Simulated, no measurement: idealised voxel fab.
Proc. module: voxel local oxidation
Displayed cross-section: cut, width of 270 nm, square cells sized 5 nm.
Format of a cross-section: grid, square cells. Given as bands. Order: top down. Band: one or more rows of cells.
The entry gives the band's vertical extent as a top height and a bottom height in nm, then its horizontal make-up as materials from left to right, each with a width in nm. "empty" stands for empty space; a single material marked "throughout" fills the band edge to edge.
It should be noted that heights are counted from 0, beneath which the wafer as supplied is of one material throughout, and that the lowest band possesses no lower boundary but continues downward, as written in "0..down".
You'd read "30 to 40" like this: the band's top row of cells is as wide as the first number, its bottom row is as wide as the second, and going down, every row changes width by the same amount as the row before did.
Where a step carries "identical to before", the cross-section came out of it unchanged, cell for cell.
"Sealed void inventory" lists enclosed empty spaces (at least 8 cells, no open path upward to the top), each as width x height at distance from the left edge, in nm.
Formally, on a step line, whatever follows the settings is a remark that the simulator itself makes on the step.
"overlay nm" denotes, for a step that has a mask, the displacement of the mask to the right of its planned place, with negative values corresponding to the left.

So here's the lineup of process steps we planned:
1) RECEIVE (material Si)
2) OXIDIZE (depth nm 5)
3) CONFORMAL_DEP (material SiN; thk nm 10)
4) MASKED_ETCH (tone cover; mask id ACTIVE; width nm 100; etch materials SiN; depth nm 10; overlay nm 0)
5) SELECTIVE_ETCH (etch materials SiO2; depth nm 5)
6) OXIDIZE (depth nm 15)
7) STRIP (etch materials SiN)
Don't read the plan's depth nm for step 5 as applying to every wafer: that's the first wafer's value, and the wafers differ in it, though they all start identical.

Cross-section of the first incoming wafer of several, state after step 1:
0..down = Si throughout
Sealed void inventory: none

Where each wafer stands at the end of the module, a row apiece: cells of each material gained (+) or lost (-) since it was received, then closed voids:
depth nm 5 | -180 Si | +144 SiO2 | Sealed void inventory: none
depth nm 10 | -186 Si | +148 SiO2 | Sealed void inventory: none
depth nm 15 | -192 Si | +152 SiO2 | Sealed void inventory: none
depth nm 20 | -198 Si | +156 SiO2 | Sealed void inventory: none
